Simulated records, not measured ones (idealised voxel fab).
Name of the process module below: voxel ribs on slabs
Cross-section cut spans 185 nm and uses square cells 5 nm in size.
This document writes a cross-section as a grid whose cells are square, and gives it as bands, listed from the top down; one or more rows of cells form a band. Band: top and bottom heights (nm) first, top before bottom; then materials from left to right, widths in nm. "edge to edge" marks a sole material filling the band edge to edge. "air" denotes empty space. The reference from which all heights are counted is 0, the level beneath which the as-received wafer is entirely one material; the lowest band, having no lower bound, proceeds downward and is written after the example "z 0 and below". You'd read "30 to 40" like this: the band's top row of cells is as wide as the first number, its bottom row is as wide as the second, and going down, every row changes width by the same amount as the row before did. When a step is marked "no modifications", none of the cells in the cross-section changed during that step. So "Cavities, closed" is basically the list of trapped voids: any empty space of 8 cells or more that can't reach the top through an opening. They're written width x height at distance, the distance being from the left edge, and it's all nm. That trailing text on a step's line, after the settings, is the simulator's own remark on the step. For masked steps, "overlay nm" on the step line gives how far right of plan the mask actually lay; a minus sign means it lay to the left.

Listed below are the process steps as planned
1. RECEIVE with material Si
2. DIRECTIONAL_DEP with material SiO2, thk nm 25
3. DIRECTIONAL_DEP with material polySi, thk nm 15
4. PATTERN with tone cover, mask id RIB, material resist, width nm 25, thk nm 15, overlay nm 0
5. DIRECTIONAL_ETCH with etch materials polySi, depth nm 10
6. STRIP with etch materials resist
7. MASKED_ETCH with tone cover, mask id SLAB, width nm 65, etch materials polySi, depth nm 5, overlay nm 0
8. FILL_DEP with material SiO2, thk nm 20
9. CMP with height nm 40
10. DIRECTIONAL_DEP with material TiN, thk nm 10
11. MASKED_ETCH with tone cover, mask id HEATER, width nm 35, etch materials TiN, depth nm 10, overlay nm 0
12. CONFORMAL_DEP with material SiN, thk nm 5
Heads up: all these wafers start the same, and what changes between them is the height nm in step 9. The value you see in the plan is just what the first wafer got.

The first of several wafers as received, shown in cross-section; this is its state after step 1
    z 0 and below = Si edge to edge
    Cavities, closed: none

What follows is a table in which each wafer occupies a row; for the wafer as it stands at the close of the module, the row states, material by material, how many cells have been gained (+) or lost (-) since receipt, and then gives its closed voids
height nm 40 | +41 SiN | +273 SiO2 | +14 TiN | +23 polySi | Cavities, closed: none
height nm 45 | +41 SiN | +310 SiO2 | +14 TiN | +23 polySi | Cavities, closed: none
height nm 50 | +41 SiN | +347 SiO2 | +14 TiN | +23 polySi | Cavities, closed: none
height nm 55 | +41 SiN | +384 SiO2 | +14 TiN | +23 polySi | Cavities, closed: none
height nm 60 | +41 SiN | +421 SiO2 | +14 TiN | +23 polySi | Cavities, closed: none
